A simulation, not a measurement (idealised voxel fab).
This section sets out a process module, namely voxel self aligned contacts.
FYI the section here is cut, 195 nm wide, cells are 5 nm squares.
Notation: cross-section as square-cell grid; stated in bands, top first, going down; one or more cell rows per band.
Read a band's entry like this: the first values are the height of its top and the height of its bottom in nm, and what follows is the sequence of materials from left to right, each with its width in nm. Note that "blank" is empty space, and that a single material marked "everywhere" reaches across the band from edge to edge.
Heights are measured from 0, the level below which the as-received wafer is all one material; the lowest band has no bottom and continues downward, written as in "z 0 and below".
Width "30->40": first value at the band's top row of cells, second value at its bottom row, equal change from row to row.
Take "changes: none" at face value: in the step it is given for, the cross-section changed in none of its cells.
Any empty space of 8 cells or more lacking an open way to the top shows up in "Closed void inventory" as width x height at distance, distance from the left edge, in nm.
Read whatever lies past the settings on a step's line as the simulator's own remark about the step.
What "overlay nm" on a step's line means: if the step has a mask, that mask lay this far to the right of its planned place, or, when the value is negative, to the left.

plan:
1: RECEIVE,material Si
2: OXIDIZE,depth nm 5
3: DIRECTIONAL_DEP,material polySi,thk nm 20
4: DIRECTIONAL_DEP,material SiN,thk nm 25
5: MASKED_ETCH,tone cover,mask id GATE,width nm 30,pitch nm 70,etch materials SiN,depth nm 25,overlay nm 0
6: MASKED_ETCH,tone cover,mask id GATE,width nm 30,pitch nm 70,etch materials polySi,depth nm 20,overlay nm 0
7: CONFORMAL_DEP,material SiN,thk nm 10
8: DIRECTIONAL_ETCH,etch materials SiN,depth nm 10
9: FILL_DEP,material SiO2,thk nm 15
10: CMP,height nm 50
11: DIRECTIONAL_DEP,material aC,thk nm 15
12: PATTERN,tone open,mask id CONTACT,material resist,width nm 50,thk nm 35,overlay nm 0
13: DIRECTIONAL_ETCH,etch materials aC,depth nm 15
14: STRIP,etch materials resist
15: DIRECTIONAL_ETCH,etch materials SiO2,depth nm 55
16: STRIP,etch materials aC
17: CONFORMAL_DEP,material TiN,thk nm 5
18: FILL_DEP,material Ru,thk nm 10
19: CMP,height nm 50
20: CONFORMAL_DEP,material SiCN,thk nm 5

First of the two wafers, run per plan:

Step 1 complete: cross-section of the wafer as received:
* z 0 and below  Si everywhere
* Closed void inventory: none

After step 2: wafer cross-section:
* z 0 to -5  SiO2 everywhere
* Nothing below the height -5 has changed.

After step 3: wafer cross-section:
* z 20 to 0  polySi everywhere
* Nothing below the height 0 has changed.

After step 4: wafer cross-section:
* z 45 to 20  SiN everywhere
* Nothing below the height 20 has changed.

After step 5: wafer cross-section:
* z 45 to 20  blank (45) | SiN (30) | blank (40) | SiN (30) | blank (50)
* Nothing below the height 20 has changed.

After step 6: wafer cross-section:
* z 45 to 20  blank (45) | SiN (30) | blank (40) | SiN (30) | blank (50)
* z 20 to 0  blank (45) | polySi (30) | blank (40) | polySi (30) | blank (50)
* Nothing below the height 0 has changed.

After step 7: wafer cross-section:
* z 55 to 20  blank (35) | SiN (50) | blank (20) | SiN (50) | blank (40)
* z 20 to 10  blank (35) | SiN (10) | polySi (30) | SiN (10) | blank (20) | SiN (10) | polySi (30) | SiN (10) | blank (40)
* z 10 to 0  SiN (45) | polySi (30) | SiN (40) | polySi (30) | SiN (50)
* Nothing below the height 0 has changed.

After step 8: wafer cross-section:
* z 45 to 20  blank (35) | SiN (50) | blank (20) | SiN (50) | blank (40)
* z 20 to 0  blank (35) | SiN (10) | polySi (30) | SiN (10) | blank (20) | SiN (10) | polySi (30) | SiN (10) | blank (40)
* Nothing below the height 0 has changed.

After step 9: wafer cross-section:
* z 60 to 45  SiO2 everywhere
* z 45 to 20  SiO2 (35) | SiN (50) | SiO2 (20) | SiN (50) | SiO2 (40)
* z 20 to 0  SiO2 (35) | SiN (10) | polySi (30) | SiN (10) | SiO2 (20) | SiN (10) | polySi (30) | SiN (10) | SiO2 (40)
* Nothing below the height 0 has changed.

After step 10: wafer cross-section:
* z 50 to 45  SiO2 everywhere
* Nothing below the height 45 has changed.

After step 11: wafer cross-section:
* z 65 to 50  aC everywhere
* Nothing below the height 50 has changed.

After step 12: wafer cross-section:
* z 100 to 65  resist (70) | blank (50) | resist (75)
* Nothing below the height 65 has changed.

After step 13: wafer cross-section:
* z 85 to 65  resist (70) | blank (50) | resist (75)
* z 65 to 50  aC (70) | blank (50) | aC (75)
* Nothing below the height 50 has changed.

After step 14: wafer cross-section:
* z 65 to 50  aC (70) | blank (50) | aC (75)
* Nothing below the height 50 has changed.

After step 15: wafer cross-section:
* z 65 to 50  aC (70) | blank (50) | aC (75)
* z 50 to 45  SiO2 (70) | blank (50) | SiO2 (75)
* z 45 to 20  SiO2 (35) | SiN (50) | blank (20) | SiN (50) | SiO2 (40)
* z 20 to 0  SiO2 (35) | SiN (10) | polySi (30) | SiN (10) | blank (20) | SiN (10) | polySi (30) | SiN (10) | SiO2 (40)
* z 0 to -5  SiO2 (85) | blank (20) | SiO2 (90)
* Nothing below the height -5 has changed.

After step 16: wafer cross-section:
* z 50 to 45  SiO2 (70) | blank (50) | SiO2 (75)
* Nothing below the height 45 has changed.

After step 17: wafer cross-section:
* z 55 to 50  TiN (75) | blank (40) | TiN (80)
* z 50 to 45  SiO2 (70) | TiN (20) | blank (10) | TiN (20) | SiO2 (75)
* z 45 to 20  SiO2 (35) | SiN (50) | TiN (5) | blank (10) | TiN (5) | SiN (50) | SiO2 (40)
* z 20 to 0  SiO2 (35) | SiN (10) | polySi (30) | SiN (10) | TiN (5) | blank (10) | TiN (5) | SiN (10) | polySi (30) | SiN (10) | SiO2 (40)
* z 0 to -5  SiO2 (85) | TiN (20) | SiO2 (90)
* Nothing below the height -5 has changed.

After step 18: wafer cross-section:
* z 65 to 55  Ru everywhere
* z 55 to 50  TiN (75) | Ru (40) | TiN (80)
* z 50 to 45  SiO2 (70) | TiN (20) | Ru (10) | TiN (20) | SiO2 (75)
* z 45 to 20  SiO2 (35) | SiN (50) | TiN (5) | Ru (10) | TiN (5) | SiN (50) | SiO2 (40)
* z 20 to 0  SiO2 (35) | SiN (10) | polySi (30) | SiN (10) | TiN (5) | Ru (10) | TiN (5) | SiN (10) | polySi (30) | SiN (10) | SiO2 (40)
* Nothing below the height 0 has changed.

After step 19: wafer cross-section:
* z 50 to 45  SiO2 (70) | TiN (20) | Ru (10) | TiN (20) | SiO2 (75)
* Nothing below the height 45 has changed.

After step 20: wafer cross-section:
* z 55 to 50  SiCN everywhere
* Nothing below the height 50 has changed.

The Second Wafer: Common Origin and Plan, One Mistake in Execution, Identical to the First Through Step 11:

Second wafer, cut view, end of step 12 per plan:
* z 100 to 65  resist (75) | blank (40) | resist (80)
* Nothing below the height 65 has changed.

Second wafer, cut view, end of step 13 per plan:
* z 85 to 65  resist (75) | blank (40) | resist (80)
* z 65 to 50  aC (75) | blank (40) | aC (80)
* Nothing below the height 50 has changed.

Second wafer, cut view, end of step 14 per plan:
* z 65 to 50  aC (75) | blank (40) | aC (80)
* Nothing below the height 50 has changed.

Second wafer, cut view, end of step 15 per plan:
* z 65 to 50  aC (75) | blank (40) | aC (80)
* z 50 to 45  SiO2 (75) | blank (40) | SiO2 (80)
* z 45 to 20  SiO2 (35) | SiN (50) | blank (20) | SiN (50) | SiO2 (40)
* z 20 to 0  SiO2 (35) | SiN (10) | polySi (30) | SiN (10) | blank (20) | SiN (10) | polySi (30) | SiN (10) | SiO2 (40)
* z 0 to -5  SiO2 (85) | blank (20) | SiO2 (90)
* Nothing below the height -5 has changed.

Second wafer, cut view, end of step 16 per plan:
* z 50 to 45  SiO2 (75) | blank (40) | SiO2 (80)
* Nothing below the height 45 has changed.

Second wafer, cut view, end of step 17 per plan:
* z 55 to 50  TiN (80) | blank (30) | TiN (85)
* z 50 to 45  SiO2 (75) | TiN (15) | blank (10) | TiN (15) | SiO2 (80)
* z 45 to 20  SiO2 (35) | SiN (50) | TiN (5) | blank (10) | TiN (5) | SiN (50) | SiO2 (40)
* z 20 to 0  SiO2 (35) | SiN (10) | polySi (30) | SiN (10) | TiN (5) | blank (10) | TiN (5) | SiN (10) | polySi (30) | SiN (10) | SiO2 (40)
* z 0 to -5  SiO2 (85) | TiN (20) | SiO2 (90)
* Nothing below the height -5 has changed.

Second wafer, cut view, end of step 18 per plan:
* z 65 to 55  Ru everywhere
* z 55 to 50  TiN (80) | Ru (30) | TiN (85)
* z 50 to 45  SiO2 (75) | TiN (15) | Ru (10) | TiN (15) | SiO2 (80)
* z 45 to 20  SiO2 (35) | SiN (50) | TiN (5) | Ru (10) | TiN (5) | SiN (50) | SiO2 (40)
* z 20 to 0  SiO2 (35) | SiN (10) | polySi (30) | SiN (10) | TiN (5) | Ru (10) | TiN (5) | SiN (10) | polySi (30) | SiN (10) | SiO2 (40)
* Nothing below the height 0 has changed.

Second wafer, cut view, end of step 19 per plan:
* z 50 to 45  SiO2 (75) | TiN (15) | Ru (10) | TiN (15) | SiO2 (80)
* Nothing below the height 45 has changed.

Second wafer, cut view, end of step 20 per plan:
* z 55 to 50  SiCN everywhere
* Nothing below the height 50 has changed.
It is concluded that the wafer was processed incorrectly with respect to the plan, in that step 12 did not use the planned setting and instead ran as PATTERN,tone open,mask id CONTACT,material resist,width nm 40,thk nm 35,overlay nm 0
Cell-count delta at end, second wafer over first, by material: +2 SiO2, -2 TiN
